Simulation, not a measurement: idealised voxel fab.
Process module name: voxel wiring stack
Shown is cross-section cut, with a width of 185 nm and square cells of size 5 nm.
Cross-section spec: square-cell grid; bands listed top down; each band is one or more rows. Band: top height; bottom height; in nm. Then, left to right: material with width in nm, for each material. "all across": a single material spanning edge to edge. "air": empty space. The reference from which all heights are counted is 0, the level beneath which the as-received wafer is entirely one material; the lowest band, having no lower bound, proceeds downward and is written after the example "0 nm and below". Quick explanation for "30 to 40": the width changes in equal steps down the rows of cells, from the first number in the band's top row to the second number in its bottom row. A step reported as "no alteration" is a step in which no cell of the cross-section changed. Trapped voids: empty space of 8 cells or more with no open way to the top, each as width x height at its distance from the left edge, in nm. On each step's line, the part that comes after the settings is the simulator's own comment on the step. "overlay nm" answers the question of how far to the right of plan the mask lay on a step that has a mask, and when it is negative the answer is to the left. From here on the document is pairs. In a pair, the cross-section before one process step comes with the cross-section after it, and the latter goes no deeper than the lowest band that changed. What lies in between, the step and its settings, is written under the pair. A pair may be from a different run of this module on the same starting wafer than the pair above it, so it continues from that pair only where its entry headed "Pre-step section" says so.

### Pre-step section
70 nm to 60 nm  air (25), then aC (25), then air (30), then aC (25), then air (30), then aC (25), then air (25)
60 nm to 35 nm  air (25), then W (25), then air (30), then W (25), then air (30), then W (25), then air (25)
35 nm to 30 nm  TiN all across
30 nm to 0 nm  SiO2 all across
0 nm and below  Si all across
Trapped voids: none

### Step Result
70 nm to 60 nm  air (25), then aC (25), then air (30), then aC (25), then air (30), then aC (25), then air (25)
60 nm to 35 nm  air (25), then W (25), then air (30), then W (25), then air (30), then W (25), then air (25)
35 nm to 30 nm  air (25), then TiN (25), then air (30), then TiN (25), then air (30), then TiN (25), then air (25)
Nothing below the height 30 has changed.
Trapped voids: none
Between the cross-sections above, the step performed was DIRECTIONAL_ETCH with etch materials TiN, depth nm 5

Pre-step section: carried over from the after image of the pair right above.

### Step Result
60 nm to 35 nm  air (25), then W (25), then air (30), then W (25), then air (30), then W (25), then air (25)
Nothing below the height 35 has changed.
Trapped voids: none
Between the cross-sections above, the step performed was STRIP with etch materials aC

Pre-step section: carried over from the after image of the pair right above.

### Step Result
65 nm to 60 nm  air (20), then SiN (35), then air (20), then SiN (35), then air (20), then SiN (35), then air (20)
60 nm to 35 nm  air (20), then SiN (5), then W (25), then SiN (5), then air (20), then SiN (5), then W (25), then SiN (5), then air (20), then SiN (5), then W (25), then SiN (5), then air (20)
35 nm to 30 nm  SiN (25), then TiN (25), then SiN (30), then TiN (25), then SiN (30), then TiN (25), then SiN (25)
Nothing below the height 30 has changed.
Trapped voids: none
Between the cross-sections above, the step performed was CONFORMAL_DEP with material SiN, thk nm 5

Pre-step section: carried over from the after image of the pair right above.

### Step Result
70 nm to 65 nm  lowk all across
65 nm to 60 nm  lowk (20), then SiN (35), then lowk (20), then SiN (35), then lowk (20), then SiN (35), then lowk (20)
60 nm to 35 nm  lowk (20), then SiN (5), then W (25), then SiN (5), then lowk (20), then SiN (5), then W (25), then SiN (5), then lowk (20), then SiN (5), then W (25), then SiN (5), then lowk (20)
Nothing below the height 35 has changed.
Trapped voids: none
Between the cross-sections above, the step performed was FILL_DEP with material lowk, thk nm 5

Pre-step section: carried over from the after image of the pair right above.

### Step Result
45 nm to 35 nm  lowk (20), then SiN (5), then W (25), then SiN (5), then lowk (20), then SiN (5), then W (25), then SiN (5), then lowk (20), then SiN (5), then W (25), then SiN (5), then lowk (20)
Nothing below the height 35 has changed.
Trapped voids: none
Between the cross-sections above, the step performed was CMP with height nm 45

Pre-step section: carried over from the after image of the pair right above.

### Step Result
50 nm to 45 nm  SiCN all across
Nothing below the height 45 has changed.
Trapped voids: none
Between the cross-sections above, the step performed was CONFORMAL_DEP with material SiCN, thk nm 5

Pre-step section: carried over from the after image of the pair right above.

### Step Result
70 nm to 50 nm  lowk all across
Nothing below the height 50 has changed.
Trapped voids: none
Between the cross-sections above, the step performed was DIRECTIONAL_DEP with material lowk, thk nm 20

Pre-step section: carried over from the after image of the pair right above.

### Step Result
80 nm to 70 nm  aC all across
Nothing below the height 70 has changed.
Trapped voids: none
Between the cross-sections above, the step performed was DIRECTIONAL_DEP with material aC, thk nm 10

Pre-step section: carried over from the after image of the pair right above.

### Step Result
105 nm to 80 nm  resist (25), then air (15), then resist (95), then air (15), then resist (35)
Nothing below the height 80 has changed.
Trapped voids: none
Between the cross-sections above, the step performed was PATTERN with tone open, mask id PLUG_1, material resist, width nm 15, pitch nm 110, thk nm 25, overlay nm 0

Pre-step section: carried over from the after image of the pair right above.

### Step Result
95 nm to 80 nm  resist (25), then air (15), then resist (95), then air (15), then resist (35)
80 nm to 70 nm  aC (25), then air (15), then aC (95), then air (15), then aC (35)
Nothing below the height 70 has changed.
Trapped voids: none
Between the cross-sections above, the step performed was DIRECTIONAL_ETCH with etch materials aC, depth nm 10

Pre-step section: carried over from the after image of the pair right above.

### Step Result
80 nm to 70 nm  aC (25), then air (15), then aC (95), then air (15), then aC (35)
Nothing below the height 70 has changed.
Trapped voids: none
Between the cross-sections above, the step performed was STRIP with etch materials resist

Pre-step section: carried over from the after image of the pair right above.

### Step Result
80 nm to 70 nm  aC (25), then air (15), then aC (95), then air (15), then aC (35)
70 nm to 50 nm  lowk (25), then air (15), then lowk (95), then air (15), then lowk (35)
Nothing below the height 50 has changed.
Trapped voids: none
Between the cross-sections above, the step performed was DIRECTIONAL_ETCH with etch materials lowk, depth nm 20

Pre-step section: carried over from the after image of the pair right above.

### Step Result
80 nm to 70 nm  aC (25), then air (15), then aC (95), then air (15), then aC (35)
70 nm to 50 nm  lowk (25), then air (15), then lowk (95), then air (15), then lowk (35)
50 nm to 45 nm  SiCN (25), then air (15), then SiCN (95), then air (15), then SiCN (35)
Nothing below the height 45 has changed.
Trapped voids: none
Between the cross-sections above, the step performed was DIRECTIONAL_ETCH with etch materials SiCN, depth nm 5

Pre-step section: carried over from the after image of the pair right above.

### Step Result
70 nm to 50 nm  lowk (25), then air (15), then lowk (95), then air (15), then lowk (35)
Nothing below the height 50 has changed.
Trapped voids: none
Between the cross-sections above, the step performed was STRIP with etch materials aC

Pre-step section: carried over from the after image of the pair right above.

### Step Result
75 nm to 70 nm  TiN (30), then air (5), then TiN (105), then air (5), then TiN (40)
70 nm to 50 nm  lowk (25), then TiN (5), then air (5), then TiN (5), then lowk (95), then TiN (5), then air (5), then TiN (5), then lowk (35)
50 nm to 45 nm  SiCN (25), then TiN (15), then SiCN (95), then TiN (15), then SiCN (35)
Nothing below the height 45 has changed.
Trapped voids: none
Between the cross-sections above, the step performed was CONFORMAL_DEP with material TiN, thk nm 5

Pre-step section: carried over from the after image of the pair right above.

### Step Result
80 nm to 75 nm  W all across
75 nm to 70 nm  TiN (30), then W (5), then TiN (105), then W (5), then TiN (40)
70 nm to 50 nm  lowk (25), then TiN (5), then W (5), then TiN (5), then lowk (95), then TiN (5), then W (5), then TiN (5), then lowk (35)
Nothing below the height 50 has changed.
Trapped voids: none
Between the cross-sections above, the step performed was FILL_DEP with material W, thk nm 5

Pre-step section: carried over from the after image of the pair right above.

### Step Result
70 nm to 50 nm  lowk (25), then TiN (5), then W (5), then TiN (5), then lowk (95), then TiN (5), then W (5), then TiN (5), then lowk (35)
Nothing below the height 50 has changed.
Trapped voids: none
Between the cross-sections above, the step performed was CMP with height nm 70

Pre-step section: carried over from the after image of the pair right above.

### Step Result
75 nm to 70 nm  SiN all across
Nothing below the height 70 has changed.
Trapped voids: none
Between the cross-sections above, the step performed was CONFORMAL_DEP with material SiN, thk nm 5

Pre-step section: carried over from the after image of the pair right above.

### Step Result
90 nm to 75 nm  lowk all across
Nothing below the height 75 has changed.
Trapped voids: none
Between the cross-sections above, the step performed was DIRECTIONAL_DEP with material lowk, thk nm 15

Pre-step section: carried over from the after image of the pair right above.

### Step Result
90 nm to 75 nm  lowk (25), then air (25), then lowk (30), then air (25), then lowk (30), then air (25), then lowk (25)
Nothing below the height 75 has changed.
Trapped voids: none
Between the cross-sections above, the step performed was MASKED_ETCH with tone open, mask id METAL_2, width nm 25, pitch nm 55, etch materials lowk, depth nm 15, overlay nm 0

Pre-step section: carried over from the after image of the pair right above.

### Step Result
90 nm to 75 nm  lowk (25), then air (25), then lowk (30), then air (25), then lowk (30), then air (25), then lowk (25)
75 nm to 70 nm  SiN (25), then air (25), then SiN (30), then air (25), then SiN (30), then air (25), then SiN (25)
Nothing below the height 70 has changed.
Trapped voids: none
Between the cross-sections above, the step performed was MASKED_ETCH with tone open, mask id METAL_2, width nm 25, pitch nm 55, etch materials SiN, depth nm 5, overlay nm 0

Pre-step section: carried over from the after image of the pair right above.

### Step Result
95 nm to 90 nm  TiN (30), then air (15), then TiN (40), then air (15), then TiN (40), then air (15), then TiN (30)
90 nm to 75 nm  lowk (25), then TiN (5), then air (15), then TiN (5), then lowk (30), then TiN (5), then air (15), then TiN (5), then lowk (30), then TiN (5), then air (15), then TiN (5), then lowk (25)
75 nm to 70 nm  SiN (25), then TiN (25), then SiN (30), then TiN (25), then SiN (30), then TiN (25), then SiN (25)
Nothing below the height 70 has changed.
Trapped voids: none
Between the cross-sections above, the step performed was CONFORMAL_DEP with material TiN, thk nm 5

Pre-step section: carried over from the after image of the pair right above.

### Step Result
105 nm to 95 nm  Cu all across
95 nm to 90 nm  TiN (30), then Cu (15), then TiN (40), then Cu (15), then TiN (40), then Cu (15), then TiN (30)
90 nm to 75 nm  lowk (25), then TiN (5), then Cu (15), then TiN (5), then lowk (30), then TiN (5), then Cu (15), then TiN (5), then lowk (30), then TiN (5), then Cu (15), then TiN (5), then lowk (25)
Nothing below the height 75 has changed.
Trapped voids: none
Between the cross-sections above, the step performed was FILL_DEP with material Cu, thk nm 10

Pre-step section: carried over from the after image of the pair right above.

### Step Result
90 nm to 75 nm  lowk (25), then TiN (5), then Cu (15), then TiN (5), then lowk (30), then TiN (5), then Cu (15), then TiN (5), then lowk (30), then TiN (5), then Cu (15), then TiN (5), then lowk (25)
Nothing below the height 75 has changed.
Trapped voids: none
Between the cross-sections above, the step performed was CMP with height nm 90

Pre-step section: carried over from the after image of the pair right above.

### Step Result
95 nm to 90 nm  air (20), then Ru (35), then air (20), then Ru (35), then air (20), then Ru (35), then air (20)
Nothing below the height 90 has changed.
Trapped voids: none
Between the cross-sections above, the step performed was EPI with material Ru, thk nm 5

Pre-step section: carried over from the after image of the pair right above.

### Step Result
100 nm to 95 nm  SiCN all across
95 nm to 90 nm  SiCN (20), then Ru (35), then SiCN (20), then Ru (35), then SiCN (20), then Ru (35), then SiCN (20)
Nothing below the height 90 has changed.
Trapped voids: none
Between the cross-sections above, the step performed was FILL_DEP with material SiCN, thk nm 5

Pre-step section: carried over from the after image of the pair right above.

### Step Result
110 nm to 100 nm  lowk all across
Nothing below the height 100 has changed.
Trapped voids: none
Between the cross-sections above, the step performed was DIRECTIONAL_DEP with material lowk, thk nm 10

Pre-step section: carried over from the after image of the pair right above.

### Step Result
125 nm to 110 nm  resist (25), then air (15), then resist (40), then air (15), then resist (40), then air (15), then resist (35)
Nothing below the height 110 has changed.
Trapped voids: none
Between the cross-sections above, the step performed was PATTERN with tone open, mask id PLUG_2, material resist, width nm 15, pitch nm 55, thk nm 15, overlay nm 0

Pre-step section: carried over from the after image of the pair right above.

### Step Result
125 nm to 110 nm  resist (25), then air (15), then resist (40), then air (15), then resist (40), then air (15), then resist (35)
110 nm to 100 nm  lowk (25), then air (15), then lowk (40), then air (15), then lowk (40), then air (15), then lowk (35)
Nothing below the height 100 has changed.
Trapped voids: none
Between the cross-sections above, the step performed was DIRECTIONAL_ETCH with etch materials lowk, depth nm 10

Pre-step section: carried over from the after image of the pair right above.

### Step Result
125 nm to 110 nm  resist (25), then air (15), then resist (40), then air (15), then resist (40), then air (15), then resist (35)
110 nm to 100 nm  lowk (25), then air (15), then lowk (40), then air (15), then lowk (40), then air (15), then lowk (35)
100 nm to 95 nm  SiCN (25), then air (15), then SiCN (40), then air (15), then SiCN (40), then air (15), then SiCN (35)
Nothing below the height 95 has changed.
Trapped voids: none
Between the cross-sections above, the step performed was DIRECTIONAL_ETCH with etch materials SiCN, depth nm 5

Pre-step section: carried over from the after image of the pair right above.

### Step Result
110 nm to 100 nm  lowk (25), then air (15), then lowk (40), then air (15), then lowk (40), then air (15), then lowk (35)
Nothing below the height 100 has changed.
Trapped voids: none
Between the cross-sections above, the step performed was STRIP with etch materials resist

Pre-step section: carried over from the after image of the pair right above.

### Step Result
115 nm to 110 nm  TiN (30), then air (5), then TiN (50), then air (5), then TiN (50), then air (5), then TiN (40)
110 nm to 100 nm  lowk (25), then TiN (5), then air (5), then TiN (5), then lowk (40), then TiN (5), then air (5), then TiN (5), then lowk (40), then TiN (5), then air (5), then TiN (5), then lowk (35)
100 nm to 95 nm  SiCN (25), then TiN (15), then SiCN (40), then TiN (15), then SiCN (40), then TiN (15), then SiCN (35)
Nothing below the height 95 has changed.
Trapped voids: none
Between the cross-sections above, the step performed was CONFORMAL_DEP with material TiN, thk nm 5

Pre-step section: carried over from the after image of the pair right above.

### Step Result
125 nm to 115 nm  W all across
115 nm to 110 nm  TiN (30), then W (5), then TiN (50), then W (5), then TiN (50), then W (5), then TiN (40)
110 nm to 100 nm  lowk (25), then TiN (5), then W (5), then TiN (5), then lowk (40), then TiN (5), then W (5), then TiN (5), then lowk (40), then TiN (5), then W (5), then TiN (5), then lowk (35)
Nothing below the height 100 has changed.
Trapped voids: none
Between the cross-sections above, the step performed was FILL_DEP with material W, thk nm 10

Pre-step section: carried over from the after image of the pair right above.

### Step Result
110 nm to 100 nm  lowk (25), then TiN (5), then W (5), then TiN (5), then lowk (40), then TiN (5), then W (5), then TiN (5), then lowk (40), then TiN (5), then W (5), then TiN (5), then lowk (35)
Nothing below the height 100 has changed.
Trapped voids: none
Between the cross-sections above, the step performed was CMP with height nm 110

Pre-step section: carried over from the after image of the pair right above.

### Step Result
115 nm to 110 nm  SiCN all across
Nothing below the height 110 has changed.
Trapped voids: none
Between the cross-sections above, the step performed was CONFORMAL_DEP with material SiCN, thk nm 5

Pre-step section: carried over from the after image of the pair right above.

### Step Result
130 nm to 115 nm  lowk all across
Nothing below the height 115 has changed.
Trapped voids: none
Between the cross-sections above, the step performed was DIRECTIONAL_DEP with material lowk, thk nm 15

Pre-step section: carried over from the after image of the pair right above.

### Step Result
130 nm to 115 nm  lowk (25), then air (25), then lowk (30), then air (25), then lowk (30), then air (25), then lowk (25)
Nothing below the height 115 has changed.
Trapped voids: none
Between the cross-sections above, the step performed was MASKED_ETCH with tone open, mask id METAL_3, width nm 25, pitch nm 55, etch materials lowk, depth nm 15, overlay nm 0

Pre-step section: carried over from the after image of the pair right above.

### Step Result
130 nm to 115 nm  lowk (25), then air (25), then lowk (30), then air (25), then lowk (30), then air (25), then lowk (25)
115 nm to 110 nm  SiCN (25), then air (25), then SiCN (30), then air (25), then SiCN (30), then air (25), then SiCN (25)
Nothing below the height 110 has changed.
Trapped voids: none
Between the cross-sections above, the step performed was MASKED_ETCH with tone open, mask id METAL_3, width nm 25, pitch nm 55, etch materials SiCN, depth nm 5, overlay nm 0

Pre-step section: carried over from the after image of the pair right above.

### Step Result
135 nm to 130 nm  TiN (30), then air (15), then TiN (40), then air (15), then TiN (40), then air (15), then TiN (30)
130 nm to 115 nm  lowk (25), then TiN (5), then air (15), then TiN (5), then lowk (30), then TiN (5), then air (15), then TiN (5), then lowk (30), then TiN (5), then air (15), then TiN (5), then lowk (25)
115 nm to 110 nm  SiCN (25), then TiN (25), then SiCN (30), then TiN (25), then SiCN (30), then TiN (25), then SiCN (25)
Nothing below the height 110 has changed.
Trapped voids: none
Between the cross-sections above, the step performed was CONFORMAL_DEP with material TiN, thk nm 5

Pre-step section: carried over from the after image of the pair right above.

### Step Result
145 nm to 135 nm  Ru all across
135 nm to 130 nm  TiN (30), then Ru (15), then TiN (40), then Ru (15), then TiN (40), then Ru (15), then TiN (30)
130 nm to 115 nm  lowk (25), then TiN (5), then Ru (15), then TiN (5), then lowk (30), then TiN (5), then Ru (15), then TiN (5), then lowk (30), then TiN (5), then Ru (15), then TiN (5), then lowk (25)
Nothing below the height 115 has changed.
Trapped voids: none
Between the cross-sections above, the step performed was FILL_DEP with material Ru, thk nm 10

Pre-step section: carried over from the after image of the pair right above.

### Step Result
130 nm to 115 nm  lowk (25), then TiN (5), then Ru (15), then TiN (5), then lowk (30), then TiN (5), then Ru (15), then TiN (5), then lowk (30), then TiN (5), then Ru (15), then TiN (5), then lowk (25)
Nothing below the height 115 has changed.
Trapped voids: none
Between the cross-sections above, the step performed was CMP with height nm 130

Pre-step section: carried over from the after image of the pair right above.

### Step Result
135 nm to 130 nm  air (20), then Ru (35), then air (20), then Ru (35), then air (20), then Ru (35), then air (20)
Nothing below the height 130 has changed.
Trapped voids: none
Between the cross-sections above, the step performed was EPI with material Ru, thk nm 5

Pre-step section: carried over from the after image of the pair right above.

### Step Result
140 nm to 135 nm  SiCN all across
135 nm to 130 nm  SiCN (20), then Ru (35), then SiCN (20), then Ru (35), then SiCN (20), then Ru (35), then SiCN (20)
Nothing below the height 130 has changed.
Trapped voids: none
Between the cross-sections above, the step performed was FILL_DEP with material SiCN, thk nm 5

### Pre-step section
70 nm to 50 nm  lowk (25), then TiN (5), then W (5), then TiN (5), then lowk (95), then TiN (5), then W (5), then TiN (5), then lowk (35)
50 nm to 45 nm  SiCN (25), then TiN (15), then SiCN (95), then TiN (15), then SiCN (35)
45 nm to 20 nm  lowk (20), then SiN (5), then W (25), then SiN (5), then lowk (20), then SiN (5), then W (25), then SiN (5), then lowk (20), then SiN (5), then W (25), then SiN (5), then lowk (20)
20 nm to 15 nm  SiN (25), then TiN (25), then SiN (30), then TiN (25), then SiN (30), then TiN (25), then SiN (25)
15 nm to 0 nm  SiO2 all across
0 nm and below  Si all across
Trapped voids: none

### Step Result
85 nm to 70 nm  lowk all across
Nothing below the height 70 has changed.
Trapped voids: none
Between the cross-sections above, the step performed was DIRECTIONAL_DEP with material lowk, thk nm 15

Pre-step section: carried over from the after image of the pair right above.

### Step Result
90 nm to 85 nm  SiN all across
Nothing below the height 85 has changed.
Trapped voids: none
Between the cross-sections above, the step performed was CONFORMAL_DEP with material SiN, thk nm 5

Pre-step section: carried over from the after image of the pair right above.

### Step Result
90 nm to 85 nm  SiN (25), then air (25), then SiN (30), then air (25), then SiN (30), then air (25), then SiN (25)
Nothing below the height 85 has changed.
Trapped voids: none
Between the cross-sections above, the step performed was MASKED_ETCH with tone open, mask id METAL_2, width nm 25, pitch nm 55, etch materials SiN, depth nm 5, overlay nm 0

Pre-step section: carried over from the after image of the pair right above.

### Step Result
95 nm to 90 nm  TiN (30), then air (15), then TiN (40), then air (15), then TiN (40), then air (15), then TiN (30)
90 nm to 85 nm  SiN (25), then TiN (25), then SiN (30), then TiN (25), then SiN (30), then TiN (25), then SiN (25)
Nothing below the height 85 has changed.
Trapped voids: none
Between the cross-sections above, the step performed was CONFORMAL_DEP with material TiN, thk nm 5

Pre-step section: carried over from the after image of the pair right above.

### Step Result
105 nm to 95 nm  Cu all across
95 nm to 90 nm  TiN (30), then Cu (15), then TiN (40), then Cu (15), then TiN (40), then Cu (15), then TiN (30)
Nothing below the height 90 has changed.
Trapped voids: none
Between the cross-sections above, the step performed was FILL_DEP with material Cu, thk nm 10

Pre-step section: carried over from the after image of the pair right above.

### Step Result
90 nm to 85 nm  SiN (25), then TiN (25), then SiN (30), then TiN (25), then SiN (30), then TiN (25), then SiN (25)
Nothing below the height 85 has changed.
Trapped voids: none
Between the cross-sections above, the step performed was CMP with height nm 90

Pre-step section: carried over from the after image of the pair right above.

### Step Result
95 nm to 90 nm  air (20), then Ru (35), then air (20), then Ru (35), then air (20), then Ru (35), then air (20)
Nothing below the height 90 has changed.
Trapped voids: none
Between the cross-sections above, the step performed was EPI with material Ru, thk nm 5

Pre-step section: carried over from the after image of the pair right above.

### Step Result
100 nm to 95 nm  SiCN all across
95 nm to 90 nm  SiCN (20), then Ru (35), then SiCN (20), then Ru (35), then SiCN (20), then Ru (35), then SiCN (20)
Nothing below the height 90 has changed.
Trapped voids: none
Between the cross-sections above, the step performed was FILL_DEP with material SiCN, thk nm 5

Pre-step section: carried over from the after image of the pair right above.

### Step Result
110 nm to 100 nm  lowk all across
Nothing below the height 100 has changed.
Trapped voids: none
Between the cross-sections above, the step performed was DIRECTIONAL_DEP with material lowk, thk nm 10

Pre-step section: carried over from the after image of the pair right above.

### Step Result
125 nm to 110 nm  resist (25), then air (15), then resist (40), then air (15), then resist (40), then air (15), then resist (35)
Nothing below the height 110 has changed.
Trapped voids: none
Between the cross-sections above, the step performed was PATTERN with tone open, mask id PLUG_2, material resist, width nm 15, pitch nm 55, thk nm 15, overlay nm 0

Pre-step section: carried over from the after image of the pair right above.

### Step Result
125 nm to 110 nm  resist (25), then air (15), then resist (40), then air (15), then resist (40), then air (15), then resist (35)
110 nm to 100 nm  lowk (25), then air (15), then lowk (40), then air (15), then lowk (40), then air (15), then lowk (35)
Nothing below the height 100 has changed.
Trapped voids: none
Between the cross-sections above, the step performed was DIRECTIONAL_ETCH with etch materials lowk, depth nm 10

Pre-step section: carried over from the after image of the pair right above.

### Step Result
125 nm to 110 nm  resist (25), then air (15), then resist (40), then air (15), then resist (40), then air (15), then resist (35)
110 nm to 100 nm  lowk (25), then air (15), then lowk (40), then air (15), then lowk (40), then air (15), then lowk (35)
100 nm to 95 nm  SiCN (25), then air (15), then SiCN (40), then air (15), then SiCN (40), then air (15), then SiCN (35)
Nothing below the height 95 has changed.
Trapped voids: none
Between the cross-sections above, the step performed was DIRECTIONAL_ETCH with etch materials SiCN, depth nm 5

Pre-step section: carried over from the after image of the pair right above.

### Step Result
110 nm to 100 nm  lowk (25), then air (15), then lowk (40), then air (15), then lowk (40), then air (15), then lowk (35)
Nothing below the height 100 has changed.
Trapped voids: none
Between the cross-sections above, the step performed was STRIP with etch materials resist

Pre-step section: carried over from the after image of the pair right above.

### Step Result
115 nm to 110 nm  TiN (30), then air (5), then TiN (50), then air (5), then TiN (50), then air (5), then TiN (40)
110 nm to 100 nm  lowk (25), then TiN (5), then air (5), then TiN (5), then lowk (40), then TiN (5), then air (5), then TiN (5), then lowk (40), then TiN (5), then air (5), then TiN (5), then lowk (35)
100 nm to 95 nm  SiCN (25), then TiN (15), then SiCN (40), then TiN (15), then SiCN (40), then TiN (15), then SiCN (35)
Nothing below the height 95 has changed.
Trapped voids: none
Between the cross-sections above, the step performed was CONFORMAL_DEP with material TiN, thk nm 5

Pre-step section: carried over from the after image of the pair right above.

### Step Result
125 nm to 115 nm  W all across
115 nm to 110 nm  TiN (30), then W (5), then TiN (50), then W (5), then TiN (50), then W (5), then TiN (40)
110 nm to 100 nm  lowk (25), then TiN (5), then W (5), then TiN (5), then lowk (40), then TiN (5), then W (5), then TiN (5), then lowk (40), then TiN (5), then W (5), then TiN (5), then lowk (35)
Nothing below the height 100 has changed.
Trapped voids: none
Between the cross-sections above, the step performed was FILL_DEP with material W, thk nm 10

Pre-step section: carried over from the after image of the pair right above.

### Step Result
110 nm to 100 nm  lowk (25), then TiN (5), then W (5), then TiN (5), then lowk (40), then TiN (5), then W (5), then TiN (5), then lowk (40), then TiN (5), then W (5), then TiN (5), then lowk (35)
Nothing below the height 100 has changed.
Trapped voids: none
Between the cross-sections above, the step performed was CMP with height nm 110

Pre-step section: carried over from the after image of the pair right above.

### Step Result
115 nm to 110 nm  SiCN all across
Nothing below the height 110 has changed.
Trapped voids: none
Between the cross-sections above, the step performed was CONFORMAL_DEP with material SiCN, thk nm 5

Pre-step section: carried over from the after image of the pair right above.

### Step Result
130 nm to 115 nm  lowk all across
Nothing below the height 115 has changed.
Trapped voids: none
Between the cross-sections above, the step performed was DIRECTIONAL_DEP with material lowk, thk nm 15

Pre-step section: carried over from the after image of the pair right above.

### Step Result
130 nm to 115 nm  lowk (25), then air (25), then lowk (30), then air (25), then lowk (30), then air (25), then lowk (25)
Nothing below the height 115 has changed.
Trapped voids: none
Between the cross-sections above, the step performed was MASKED_ETCH with tone open, mask id METAL_3, width nm 25, pitch nm 55, etch materials lowk, depth nm 15, overlay nm 0

Pre-step section: carried over from the after image of the pair right above.

### Step Result
130 nm to 115 nm  lowk (25), then air (25), then lowk (30), then air (25), then lowk (30), then air (25), then lowk (25)
115 nm to 110 nm  SiCN (25), then air (25), then SiCN (30), then air (25), then SiCN (30), then air (25), then SiCN (25)
Nothing below the height 110 has changed.
Trapped voids: none
Between the cross-sections above, the step performed was MASKED_ETCH with tone open, mask id METAL_3, width nm 25, pitch nm 55, etch materials SiCN, depth nm 5, overlay nm 0

Pre-step section: carried over from the after image of the pair right above.

### Step Result
135 nm to 130 nm  TiN (30), then air (15), then TiN (40), then air (15), then TiN (40), then air (15), then TiN (30)
130 nm to 115 nm  lowk (25), then TiN (5), then air (15), then TiN (5), then lowk (30), then TiN (5), then air (15), then TiN (5), then lowk (30), then TiN (5), then air (15), then TiN (5), then lowk (25)
115 nm to 110 nm  SiCN (25), then TiN (25), then SiCN (30), then TiN (25), then SiCN (30), then TiN (25), then SiCN (25)
Nothing below the height 110 has changed.
Trapped voids: none
Between the cross-sections above, the step performed was CONFORMAL_DEP with material TiN, thk nm 5

Pre-step section: carried over from the after image of the pair right above.

### Step Result
145 nm to 135 nm  Ru all across
135 nm to 130 nm  TiN (30), then Ru (15), then TiN (40), then Ru (15), then TiN (40), then Ru (15), then TiN (30)
130 nm to 115 nm  lowk (25), then TiN (5), then Ru (15), then TiN (5), then lowk (30), then TiN (5), then Ru (15), then TiN (5), then lowk (30), then TiN (5), then Ru (15), then TiN (5), then lowk (25)
Nothing below the height 115 has changed.
Trapped voids: none
Between the cross-sections above, the step performed was FILL_DEP with material Ru, thk nm 10

Pre-step section: carried over from the after image of the pair right above.

### Step Result
130 nm to 115 nm  lowk (25), then TiN (5), then Ru (15), then TiN (5), then lowk (30), then TiN (5), then Ru (15), then TiN (5), then lowk (30), then TiN (5), then Ru (15), then TiN (5), then lowk (25)
Nothing below the height 115 has changed.
Trapped voids: none
Between the cross-sections above, the step performed was CMP with height nm 130

Pre-step section: carried over from the after image of the pair right above.

### Step Result
135 nm to 130 nm  air (20), then Ru (35), then air (20), then Ru (35), then air (20), then Ru (35), then air (20)
Nothing below the height 130 has changed.
Trapped voids: none
Between the cross-sections above, the step performed was EPI with material Ru, thk nm 5

Pre-step section: carried over from the after image of the pair right above.

### Step Result
140 nm to 135 nm  SiCN all across
135 nm to 130 nm  SiCN (20), then Ru (35), then SiCN (20), then Ru (35), then SiCN (20), then Ru (35), then SiCN (20)
Nothing below the height 130 has changed.
Trapped voids: none
Between the cross-sections above, the step performed was FILL_DEP with material SiCN, thk nm 5

### Pre-step section
70 nm to 50 nm  lowk (25), then TiN (5), then W (5), then TiN (5), then lowk (95), then TiN (5), then W (5), then TiN (5), then lowk (35)
50 nm to 45 nm  SiCN (25), then TiN (15), then SiCN (95), then TiN (15), then SiCN (35)
45 nm to 20 nm  lowk (20), then SiN (5), then W (25), then SiN (5), then lowk (20), then SiN (5), then W (25), then SiN (5), then lowk (20), then SiN (5), then W (25), then SiN (5), then lowk (20)
20 nm to 15 nm  SiN (25), then TiN (25), then SiN (30), then TiN (25), then SiN (30), then TiN (25), then SiN (25)
15 nm to 0 nm  SiO2 all across
0 nm and below  Si all across
Trapped voids: none

### Step Result
85 nm to 70 nm  SiN all across
Nothing below the height 70 has changed.
Trapped voids: none
Between the cross-sections above, the step performed was CONFORMAL_DEP with material SiN, thk nm 15

Pre-step section: carried over from the after image of the pair right above.

### Step Result
100 nm to 85 nm  lowk all across
Nothing below the height 85 has changed.
Trapped voids: none
Between the cross-sections above, the step performed was DIRECTIONAL_DEP with material lowk, thk nm 15

Pre-step section: carried over from the after image of the pair right above.

### Step Result
100 nm to 85 nm  lowk (25), then air (25), then lowk (30), then air (25), then lowk (30), then air (25), then lowk (25)
Nothing below the height 85 has changed.
Trapped voids: none
Between the cross-sections above, the step performed was MASKED_ETCH with tone open, mask id METAL_2, width nm 25, pitch nm 55, etch materials lowk, depth nm 15, overlay nm 0

Pre-step section: carried over from the after image of the pair right above.

### Step Result
100 nm to 85 nm  lowk (25), then air (25), then lowk (30), then air (25), then lowk (30), then air (25), then lowk (25)
85 nm to 80 nm  SiN (25), then air (25), then SiN (30), then air (25), then SiN (30), then air (25), then SiN (25)
Nothing below the height 80 has changed.
Trapped voids: none
Between the cross-sections above, the step performed was MASKED_ETCH with tone open, mask id METAL_2, width nm 25, pitch nm 55, etch materials SiN, depth nm 5, overlay nm 0

Pre-step section: carried over from the after image of the pair right above.

### Step Result
105 nm to 100 nm  TiN (30), then air (15), then TiN (40), then air (15), then TiN (40), then air (15), then TiN (30)
100 nm to 85 nm  lowk (25), then TiN (5), then air (15), then TiN (5), then lowk (30), then TiN (5), then air (15), then TiN (5), then lowk (30), then TiN (5), then air (15), then TiN (5), then lowk (25)
85 nm to 80 nm  SiN (25), then TiN (25), then SiN (30), then TiN (25), then SiN (30), then TiN (25), then SiN (25)
Nothing below the height 80 has changed.
Trapped voids: none
Between the cross-sections above, the step performed was CONFORMAL_DEP with material TiN, thk nm 5

Pre-step section: carried over from the after image of the pair right above.

### Step Result
115 nm to 105 nm  Cu all across
105 nm to 100 nm  TiN (30), then Cu (15), then TiN (40), then Cu (15), then TiN (40), then Cu (15), then TiN (30)
100 nm to 85 nm  lowk (25), then TiN (5), then Cu (15), then TiN (5), then lowk (30), then TiN (5), then Cu (15), then TiN (5), then lowk (30), then TiN (5), then Cu (15), then TiN (5), then lowk (25)
Nothing below the height 85 has changed.
Trapped voids: none
Between the cross-sections above, the step performed was FILL_DEP with material Cu, thk nm 10

Pre-step section: carried over from the after image of the pair right above.

### Step Result
90 nm to 85 nm  lowk (25), then TiN (5), then Cu (15), then TiN (5), then lowk (30), then TiN (5), then Cu (15), then TiN (5), then lowk (30), then TiN (5), then Cu (15), then TiN (5), then lowk (25)
Nothing below the height 85 has changed.
Trapped voids: none
Between the cross-sections above, the step performed was CMP with height nm 90
